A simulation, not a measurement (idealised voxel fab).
Title: Process Module voxel gate over fins
For reference, the cross-section in this document is cut, with width 165 nm and square cells of 5 nm.
Reading order for cross-sections: top band down to bottom band. Underlying form: a grid of square cells. Band size: one or more rows of cells. It is stipulated that each band's entry specify, in nanometres, the height of the top of the band and then that of its bottom, followed by the materials of the band in left-to-right sequence, each together with its width in nanometres. A single material marked by the word "everywhere" is understood to fill the band from edge to edge; the word "air" is understood to denote empty space. The level at which height equals 0 is the one under which the wafer, as it arrives, is entirely one material. No lower edge exists for the bottom band, which continues downward and is notated as in "0 down". A width such as "30..40" changes by the same amount from each row of cells to the next, from the band's top row to its bottom row. Step note "no alteration" = no cross-section cell changed. This entry, "Enclosed voids", enumerates those empty regions of no fewer than 8 cells that possess no open connection to the top. Each region is reported in the form width x height at distance, the distance being taken from the left edge, with all three quantities expressed in nm. What comes after the settings on a step's line is commentary from the simulator itself on that step. The line of a step may include "overlay nm". On a step with a mask, this value is how far to the right of its planned place the mask lay. A negative value means the mask lay to the left.
Process steps - plan
1,RECEIVE, material Si
2,CONFORMAL_DEP, material SiN, thk nm 5
3,MASKED_ETCH, tone cover, mask id FINS, width nm 15, pitch nm 40, etch materials SiN, depth nm 5, overlay nm 0
4,MASKED_ETCH, tone cover, mask id FINS, width nm 15, pitch nm 40, etch materials Si, depth nm 30, overlay nm 0
5,OXIDIZE, depth nm 5
6,FILL_DEP, material SiO2, thk nm 10
7,CMP, height nm 5
8,SELECTIVE_ETCH, etch materials SiO2, depth nm 15
9,STRIP, etch materials SiN
10,CONFORMAL_DEP, material HfO2, thk nm 5
11,CONFORMAL_DEP, material TiN, thk nm 5
12,CONFORMAL_DEP, material TiAl, thk nm 5
13,CONFORMAL_DEP, material TiN, thk nm 5
14,FILL_DEP, material W, thk nm 10
15,CMP, height nm 25
16,CONFORMAL_DEP, material SiN, thk nm 10
First wafer, as planned
So this is the incoming wafer in cross-section - it's already been through step 1
* 0 down  Si everywhere
* Enclosed voids: none
Presented here is a cross-section of the wafer after step 2 has been performed
* 5 to 0  SiN everywhere
* Below 0, the layers are the same as they were.
Presented here is a cross-section of the wafer after step 3 has been performed
* 5 to 0  air=35 / SiN=15 / air=25 / SiN=15 / air=25 / SiN=15 / air=35
* Below 0, the layers are the same as they were.
Presented here is a cross-section of the wafer after step 4 has been performed
* 5 to 0  air=35 / SiN=15 / air=25 / SiN=15 / air=25 / SiN=15 / air=35
* 0 to -30  air=35 / Si=15 / air=25 / Si=15 / air=25 / Si=15 / air=35
* Below -30, the layers are the same as they were.
Presented here is a cross-section of the wafer after step 5 has been performed
* 5 to 0  air=35 / SiN=15 / air=25 / SiN=15 / air=25 / SiN=15 / air=35
* 0 to -30  air=35 / SiO2=5 / Si=5 / SiO2=5 / air=25 / SiO2=5 / Si=5 / SiO2=5 / air=25 / SiO2=5 / Si=5 / SiO2=5 / air=35
* -30 to -35  SiO2=40 / Si=5 / SiO2=35 / Si=5 / SiO2=35 / Si=5 / SiO2=40
* Below -35, the layers are the same as they were.
Presented here is a cross-section of the wafer after step 6 has been performed
* 15 to 5  SiO2 everywhere
* 5 to 0  SiO2=35 / SiN=15 / SiO2=25 / SiN=15 / SiO2=25 / SiN=15 / SiO2=35
* 0 to -35  SiO2=40 / Si=5 / SiO2=35 / Si=5 / SiO2=35 / Si=5 / SiO2=40
* Below -35, the layers are the same as they were.
Presented here is a cross-section of the wafer after step 7 has been performed
* 5 to 0  SiO2=35 / SiN=15 / SiO2=25 / SiN=15 / SiO2=25 / SiN=15 / SiO2=35
* Below 0, the layers are the same as they were.
Presented here is a cross-section of the wafer after step 8 has been performed
* 5 to 0  air=35 / SiN=15 / air=25 / SiN=15 / air=25 / SiN=15 / air=35
* 0 to -10  air=40 / Si=5 / air=35 / Si=5 / air=35 / Si=5 / air=40
* Below -10, the layers are the same as they were.
Presented here is a cross-section of the wafer after step 9 has been performed
* 0 to -10  air=40 / Si=5 / air=35 / Si=5 / air=35 / Si=5 / air=40
* Below -10, the layers are the same as they were.
Presented here is a cross-section of the wafer after step 10 has been performed
* 5 to 0  air=35 / HfO2=15 / air=25 / HfO2=15 / air=25 / HfO2=15 / air=35
* 0 to -5  air=35 / HfO2=5 / Si=5 / HfO2=5 / air=25 / HfO2=5 / Si=5 / HfO2=5 / air=25 / HfO2=5 / Si=5 / HfO2=5 / air=35
* -5 to -10  HfO2=40 / Si=5 / HfO2=35 / Si=5 / HfO2=35 / Si=5 / HfO2=40
* Below -10, the layers are the same as they were.
Presented here is a cross-section of the wafer after step 11 has been performed
* 10 to 5  air=30 / TiN=25 / air=15 / TiN=25 / air=15 / TiN=25 / air=30
* 5 to 0  air=30 / TiN=5 / HfO2=15 / TiN=5 / air=15 / TiN=5 / HfO2=15 / TiN=5 / air=15 / TiN=5 / HfO2=15 / TiN=5 / air=30
* 0 to -5  TiN=35 / HfO2=5 / Si=5 / HfO2=5 / TiN=25 / HfO2=5 / Si=5 / HfO2=5 / TiN=25 / HfO2=5 / Si=5 / HfO2=5 / TiN=35
* Below -5, the layers are the same as they were.
Presented here is a cross-section of the wafer after step 12 has been performed
* 15 to 10  air=25 / TiAl=35 / air=5 / TiAl=35 / air=5 / TiAl=35 / air=25
* 10 to 5  air=25 / TiAl=5 / TiN=25 / TiAl=5 / air=5 / TiAl=5 / TiN=25 / TiAl=5 / air=5 / TiAl=5 / TiN=25 / TiAl=5 / air=25
* 5 to 0  TiAl=30 / TiN=5 / HfO2=15 / TiN=5 / TiAl=15 / TiN=5 / HfO2=15 / TiN=5 / TiAl=15 / TiN=5 / HfO2=15 / TiN=5 / TiAl=30
* Below 0, the layers are the same as they were.
Presented here is a cross-section of the wafer after step 13 has been performed
* 20 to 15  air=20 / TiN=125 / air=20
* 15 to 10  air=20 / TiN=5 / TiAl=35 / TiN=5 / TiAl=35 / TiN=5 / TiAl=35 / TiN=5 / air=20
* 10 to 5  TiN=25 / TiAl=5 / TiN=25 / TiAl=5 / TiN=5 / TiAl=5 / TiN=25 / TiAl=5 / TiN=5 / TiAl=5 / TiN=25 / TiAl=5 / TiN=25
* Below 5, the layers are the same as they were.
Presented here is a cross-section of the wafer after step 14 has been performed
* 30 to 20  W everywhere
* 20 to 15  W=20 / TiN=125 / W=20
* 15 to 10  W=20 / TiN=5 / TiAl=35 / TiN=5 / TiAl=35 / TiN=5 / TiAl=35 / TiN=5 / W=20
* Below 10, the layers are the same as they were.
Presented here is a cross-section of the wafer after step 15 has been performed
* 25 to 20  W everywhere
* Below 20, the layers are the same as they were.
Presented here is a cross-section of the wafer after step 16 has been performed
* 35 to 25  SiN everywhere
* Below 25, the layers are the same as they were.
Second wafer, same starting state and plan as the first, one mistake in the run, identical through step 11
Second wafer, section view, time point: scheduled end of step 12
* 15 to 5  air=25 / TiN=35 / air=5 / TiN=35 / air=5 / TiN=35 / air=25
* 5 to 0  TiN=35 / HfO2=15 / TiN=25 / HfO2=15 / TiN=25 / HfO2=15 / TiN=35
* Below 0, the layers are the same as they were.
Second wafer, section view, time point: scheduled end of step 13
* 20 to 15  air=20 / TiAl=125 / air=20
* 15 to 10  air=20 / TiAl=5 / TiN=35 / TiAl=5 / TiN=35 / TiAl=5 / TiN=35 / TiAl=5 / air=20
* 10 to 5  TiAl=25 / TiN=35 / TiAl=5 / TiN=35 / TiAl=5 / TiN=35 / TiAl=25
* Below 5, the layers are the same as they were.
Second wafer, section view, time point: scheduled end of step 14
* 30 to 20  W everywhere
* 20 to 15  W=20 / TiAl=125 / W=20
* 15 to 10  W=20 / TiAl=5 / TiN=35 / TiAl=5 / TiN=35 / TiAl=5 / TiN=35 / TiAl=5 / W=20
* Below 10, the layers are the same as they were.
Second wafer, section view, time point: scheduled end of step 15
* 25 to 20  W everywhere
* Below 20, the layers are the same as they were.
Second wafer, section view, time point: scheduled end of step 16
* 35 to 25  SiN everywhere
* Below 25, the layers are the same as they were.
Processing error: steps 12 and 13 swapped
Upon completion, the second wafer contains, in terms of cells, a greater or smaller amount of certain materials than the first wafer: -4 TiAl, +4 TiN
